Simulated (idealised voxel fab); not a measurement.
process module | voxel air gaps
cross-section cut | 215 nm wide | cells 5 nm
A cross-section is a grid of square cells, given in bands from the top down. A band is one or more rows of cells.
Each band's line starts with the height of the band's top and of its bottom, in nm. Then come its materials from left to right, each with its width in nm. One material with "throughout" fills the band from edge to edge. "air" is empty space.
Height 0 is the level under which the wafer as received is all one material. The lowest band goes on downwards, as in "0 down".
A width such as "30 to 40" changes by the same amount from each row of cells to the next, from the band's top row to its bottom row.
"no change" after a step means that no cell of the cross-section changed.
closed voids: empty space of 8 cells or more with no open way to the top, each as width x height at its distance from the left edge, in nm
after a step's settings: what the simulator itself notes on the step
overlay nm, on a step with a mask: how far to the right of its planned place the mask lay; to the left if negative
plan
1 op RECEIVE | material Si
2 op CONFORMAL_DEP | material SiO2 | thk nm 15
3 op CONFORMAL_DEP | material SiCN | thk nm 5
4 op DIRECTIONAL_DEP | material SiO2 | thk nm 30
5 op PATTERN | tone open | mask id LINES | material resist | width nm 15 | pitch nm 45 | thk nm 20 | overlay nm 0
6 op DIRECTIONAL_ETCH | etch materials SiO2 | depth nm 30
7 op STRIP | etch materials resist
8 op CONFORMAL_DEP | material TiN | thk nm 5
9 op FILL_DEP | material W | thk nm 5
10 op CMP | height nm 50
11 op EPI | material Ru | thk nm 10
12 op SELECTIVE_ETCH | etch materials SiO2 | depth nm 40
13 op CONFORMAL_DEP | material SiCN | thk nm 5
as received, after step 1
  0 down: Si throughout
  closed voids: none
a wafer at the end: this start, this plan, one mistake
  65 to 60: air 15 | SiCN 180 | air 20
  60 to 50: air 15 | SiCN 5 | Ru 35 | SiCN 10 | Ru 35 | SiCN 10 | Ru 35 | SiCN 10 | Ru 35 | SiCN 5 | air 20
  50 to 25: air 15 | SiCN 5 | Ru 10 | TiN 5 | W 5 | TiN 5 | Ru 10 | SiCN 10 | Ru 10 | TiN 5 | W 5 | TiN 5 | Ru 10 | SiCN 10 | Ru 10 | TiN 5 | W 5 | TiN 5 | Ru 10 | SiCN 10 | Ru 10 | TiN 5 | W 5 | TiN 5 | Ru 10 | SiCN 5 | air 20
  25 to 20: SiCN 20 | Ru 10 | TiN 15 | Ru 10 | SiCN 10 | Ru 10 | TiN 15 | Ru 10 | SiCN 10 | Ru 10 | TiN 15 | Ru 10 | SiCN 10 | Ru 10 | TiN 15 | Ru 10 | SiCN 25
  20 to 15: SiCN throughout
  15 to 0: SiO2 throughout
  0 down: Si throughout
  closed voids: none
what went wrong: steps 11 and 12 were swapped
